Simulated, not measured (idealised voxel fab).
process module | voxel spacer lines
FYI the section here is cut, 220 nm wide, cells are 5 nm squares.
Cross-section = grid of square cells, listed top down in bands; band = one or more rows.
This entry defines a band. It first specifies the height of the band's top and the height of its bottom in nm, and then specifies the band's materials from left to right, stating each material with its width in nm. The word "all across" identifies a single material that fills the band from edge to edge, while the word "empty" identifies empty space.
A quick word on heights: they are counted from 0, and under that level the wafer as it came to us is one material throughout. The lowest band is different from the rest in having no bottom; it simply continues downward, written as in "from 0 down".
Read "30->40" as a graded width: first number on top, second number at the bottom, same change between each pair of neighbouring rows.
The designation "same as before", where it is given for a processing step, indicates that no cell of the cross-section was altered in the course of that step.
The label "Closed cavities" introduces a list of the empty spaces, 8 cells or larger, that have no open way up to the top; each entry in it reads width x height at distance, where the distance is taken from the left edge and all three are stated in nm.
Step line, after settings: the simulator's comment on this step.
overlay nm, on a step with a mask: how far to the right of its planned place the mask lay; to the left if negative
**The planned process steps are enumerated hereunder**
1: RECEIVE (material Si)
2: CONFORMAL_DEP (material Al2O3; thk nm 10)
3: DIRECTIONAL_DEP (material TiN; thk nm 15)
4: DIRECTIONAL_DEP (material aC; thk nm 30)
5: PATTERN (tone cover; mask id MANDREL; material resist; width nm 25; pitch nm 80; thk nm 40; overlay nm 0)
6: DIRECTIONAL_ETCH (etch materials aC; depth nm 30)
7: STRIP (etch materials resist)
8: CONFORMAL_DEP (material SiN; thk nm 15)
9: DIRECTIONAL_ETCH (etch materials SiN; depth nm 15)
10: STRIP (etch materials aC)
11: DIRECTIONAL_ETCH (etch materials TiN; depth nm 15)
12: STRIP (etch materials SiN)
13: FILL_DEP (material SiO2; thk nm 10)
14: CMP (height nm 25)
**Here's what the wafer looked like in cross-section when it arrived - that's after step 1**
* from 0 down: Si all across
* Closed cavities: none
**The first of the two wafers as seen in cross-section once the module was finished; processing followed the plan**
* from 25 to 10: TiN (15), then SiO2 (25), then TiN (15), then SiO2 (25), then TiN (15), then SiO2 (25), then TiN (15), then SiO2 (25), then TiN (15), then SiO2 (25), then TiN (15), then SiO2 (5)
* from 10 to 0: Al2O3 all across
* from 0 down: Si all across
* Closed cavities: none
**Cross-section, second wafer: same start as the first, same plan as the first, one mistake in running it; taken at the end of the module**
* from 25 to 10: SiO2 (5), then TiN (15), then SiO2 (20), then TiN (15), then SiO2 (30), then TiN (15), then SiO2 (20), then TiN (15), then SiO2 (30), then TiN (15), then SiO2 (20), then TiN (15), then SiO2 (5)
* from 10 to 0: Al2O3 all across
* from 0 down: Si all across
* Closed cavities: none
It is concluded that the wafer was processed incorrectly with respect to the plan, in that step 5 was run on a setting that differed from the plan, and what really ran there is PATTERN (tone cover; mask id MANDREL; material resist; width nm 20; pitch nm 80; thk nm 40; overlay nm 0)
Comparing end states, the material composition by cell count is preserved from the first wafer to the second, while the locations of the cells are not.
